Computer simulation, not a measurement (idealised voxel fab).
Process module name: voxel self aligned contacts
In the cross-section labelled cut, the width is 145 nm and each square cell is 5 nm.
Notation: cross-section as square-cell grid; stated in bands, top first, going down; one or more cell rows per band.
Quick guide to a band line: top height, bottom height (nm) up front; then every material left to right with its width in nm. Only one material and it's marked "all across"? Then it fills the band edge to edge. And "blank" just means empty space.
Counting heights begins at 0, where everything beneath is, in the wafer as received, one material. The lowest band has no bottom; it goes on downwards, as "top 0, no bottom" shows.
Note: "30->40" means the width goes from the first number (top row of the band) to the second number (bottom row) in equal steps per row of cells.
For the purposes of this document, the phrase "no change occurred" attached to a step denotes that no cell within the cross-section was modified by that step.
The entry "Sealed internal cavities" lists the empty spaces that cover at least 8 cells and have no open path to the top. Each is written as width x height at distance, where the distance is measured from the left edge and all three values are in nm.
Step line, after settings: the simulator's comment on this step.
You can add "overlay nm" to a step's line. For a step with a mask, it describes how far the mask lay to the right of its planned position, and a negative number describes a lay to the left.

**These are the steps we planned for the process**
step 1: RECEIVE, material Si
step 2: CONFORMAL_DEP, material SiO2, thk nm 5
step 3: DIRECTIONAL_DEP, material polySi, thk nm 30
step 4: DIRECTIONAL_DEP, material SiN, thk nm 20
step 5: MASKED_ETCH, tone cover, mask id GATE, width nm 25, pitch nm 60, etch materials SiN, depth nm 20, overlay nm 0
step 6: MASKED_ETCH, tone cover, mask id GATE, width nm 25, pitch nm 60, etch materials polySi, depth nm 30, overlay nm 0
step 7: CONFORMAL_DEP, material SiN, thk nm 5
step 8: DIRECTIONAL_ETCH, etch materials SiN, depth nm 5
step 9: FILL_DEP, material SiO2, thk nm 20
step 10: CMP, height nm 65
step 11: DIRECTIONAL_DEP, material aC, thk nm 15
step 12: PATTERN, tone open, mask id CONTACT, material resist, width nm 45, thk nm 30, overlay nm 0
step 13: DIRECTIONAL_ETCH, etch materials aC, depth nm 15
step 14: STRIP, etch materials resist
step 15: DIRECTIONAL_ETCH, etch materials SiO2, depth nm 65
step 16: STRIP, etch materials aC
step 17: CONFORMAL_DEP, material TiN, thk nm 5
step 18: FILL_DEP, material Ru, thk nm 5
step 19: CMP, height nm 65
step 20: CONFORMAL_DEP, material SiN, thk nm 5

**Received-state cross-section, reflecting completion of step 1**
	top 0, no bottom = Si all across
	Sealed internal cavities: none

**End state of the module in cross-section, given the above starting point and plan and one mistake in execution**
	top 70, bottom 65 = SiN all across
	top 65, bottom 55 = SiO2=50, TiN=5->15, Ru=35->15, TiN=5->15, SiO2=50
	top 55, bottom 35 = SiO2=25, SiN=35, TiN=5, Ru=15, TiN=5, SiN=35, SiO2=25
	top 35, bottom 15 = SiO2=25, SiN=5, polySi=25, SiN=5, TiN=5, Ru=15, TiN=5, SiN=5, polySi=25, SiN=5, SiO2=25
	top 15, bottom 10 = SiO2=25, SiN=5, polySi=25, SiN=5, TiN=25, SiN=5, polySi=25, SiN=5, SiO2=25
	top 10, bottom 5 = SiN=30, polySi=25, SiN=35, polySi=25, SiN=30
	top 5, bottom 0 = SiO2 all across
	top 0, no bottom = Si all across
	Sealed internal cavities: none
Misprocessing identified: steps 7 and 8 swapped
